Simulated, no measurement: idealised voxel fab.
You're looking at the process module voxel gate over fins.
cross-section cut | 295 nm wide | cells 5 nm
Cross-section = grid of square cells, listed top down in bands; band = one or more rows. Band: top and bottom heights (nm) first, top before bottom; then materials from left to right, widths in nm. "all across" marks a sole material filling the band edge to edge. "empty" denotes empty space. Convention: height 0 is the level below which the wafer, as received, is all one material. The lowest band does not terminate at the bottom but continues downward, represented as "0..down". Quick explanation for "30 to 40": the width changes in equal steps down the rows of cells, from the first number in the band's top row to the second number in its bottom row. "nothing got changed" after a step means that no cell of the cross-section changed. You'll see "Fully enclosed voids" listing empty spaces that have no way open to the top, as long as they're 8 cells or more; the notation is width x height at distance, where the distance is from the left edge, and all of it is in nm. If you see something after the settings on a step's line, that's the simulator's own remark about that step. overlay nm, on a step with a mask: how far to the right of its planned place the mask lay; to the left if negative.

### Listed below are the process steps as planned
1: RECEIVE [material Si]
2: CONFORMAL_DEP [material SiN] [thk nm 10]
3: MASKED_ETCH [tone cover] [mask id FINS] [width nm 15] [pitch nm 55] [etch materials SiN] [depth nm 10] [overlay nm -15]
4: MASKED_ETCH [tone cover] [mask id FINS] [width nm 15] [pitch nm 55] [etch materials Si] [depth nm 30] [overlay nm 0]
5: OXIDIZE [depth nm 5]
6: FILL_DEP [material SiO2] [thk nm 5]
7: CMP [height nm 10]
8: MASKED_ETCH [tone open] [mask id RAIL] [width nm 15] [etch materials SiO2] [depth nm 35] [overlay nm 0]
9: CONFORMAL_DEP [material TiN] [thk nm 5]
10: FILL_DEP [material W] [thk nm 10]
11: CMP [height nm 10]
12: SELECTIVE_ETCH [etch materials W Ru TiN] [depth nm 30]
13: FILL_DEP [material SiO2] [thk nm 5]
14: CMP [height nm 10]
15: SELECTIVE_ETCH [etch materials SiO2] [depth nm 25]
16: STRIP [etch materials SiN]
17: CONFORMAL_DEP [material HfO2] [thk nm 5]
18: CONFORMAL_DEP [material TiN] [thk nm 5]
19: FILL_DEP [material W] [thk nm 10]
20: CMP [height nm 15]
21: CONFORMAL_DEP [material SiN] [thk nm 5]
What sets these wafers apart? The overlay nm at step 3. They all start alike, and the plan carries the first wafer's value.

### First wafer of several, as received: cross-section after step 1
	0..down = Si all across
	Fully enclosed voids: none

### Post step 21, the closing step of the module: first of several wafers, cross-sectioned
	20..15 = SiN all across
	15..10 = W all across
	10..5 = W 90  TiN 25  W 30  TiN 25  W 125
	5..0 = W 90  TiN 5  HfO2 15  TiN 20  W 15  TiN 5  HfO2 15  TiN 20  W 110
	0..-5 = W 90  TiN 5  HfO2 5  Si 5  HfO2 20  TiN 5  W 15  TiN 5  HfO2 5  Si 5  HfO2 20  TiN 5  W 110
	-5..-10 = TiN 95  HfO2 5  Si 20  HfO2 5  TiN 25  HfO2 5  Si 20  HfO2 5  TiN 115
	-10..-15 = HfO2 100  Si 20  HfO2 35  Si 20  HfO2 120
	-15..-20 = SiO2 100  Si 20  SiO2 35  Si 20  SiO2 120
	-20..-25 = SiO2 100  Si 20  SiO2 15  TiN 15  SiO2 5  Si 20  SiO2 120
	-25..-35 = SiO2 100  Si 20  SiO2 35  Si 20  SiO2 120
	-35..down = Si all across
	Fully enclosed voids: none

### The module's end: a cross-section of the last wafer
	20..15 = SiN all across
	15..10 = W all across
	10..5 = W 120  TiN 25  W 30  TiN 25  W 95
	5..0 = W 105  TiN 20  HfO2 15  TiN 5  W 15  TiN 20  HfO2 15  TiN 5  W 95
	0..-5 = W 105  TiN 5  HfO2 20  Si 5  HfO2 5  TiN 5  W 15  TiN 5  HfO2 20  Si 5  HfO2 5  TiN 5  W 95
	-5..-10 = TiN 110  HfO2 5  Si 20  HfO2 5  TiN 25  HfO2 5  Si 20  HfO2 5  TiN 100
	-10..-15 = HfO2 115  Si 20  HfO2 35  Si 20  HfO2 105
	-15..-20 = SiO2 115  Si 20  SiO2 35  Si 20  SiO2 105
	-20..-25 = SiO2 115  Si 20  SiO2 5  TiN 10  SiO2 20  Si 20  SiO2 105
	-25..-35 = SiO2 115  Si 20  SiO2 35  Si 20  SiO2 105
	-35..down = Si all across
	Fully enclosed voids: none

### Tabulated below, wafer by wafer, are the end-of-module results: for each material, the number of cells gained (+) or lost (-) relative to the as-received state, followed by the closed voids
overlay nm -15, +71 HfO2, -363 Si, +59 SiN, +201 SiO2, +74 TiN, +194 W, Fully enclosed voids: none
overlay nm -10, +71 HfO2, -375 Si, +59 SiN, +209 SiO2, +74 TiN, +198 W, Fully enclosed voids: none
overlay nm -5, +71 HfO2, -387 Si, +59 SiN, +217 SiO2, +74 TiN, +202 W, Fully enclosed voids: none
overlay nm 0, +71 HfO2, -399 Si, +59 SiN, +225 SiO2, +74 TiN, +206 W, Fully enclosed voids: none
overlay nm 5, +71 HfO2, -387 Si, +59 SiN, +217 SiO2, +74 TiN, +202 W, Fully enclosed voids: none
overlay nm 10, +71 HfO2, -375 Si, +59 SiN, +209 SiO2, +74 TiN, +198 W, Fully enclosed voids: none
overlay nm 15, +71 HfO2, -363 Si, +59 SiN, +202 SiO2, +73 TiN, +194 W, Fully enclosed voids: none
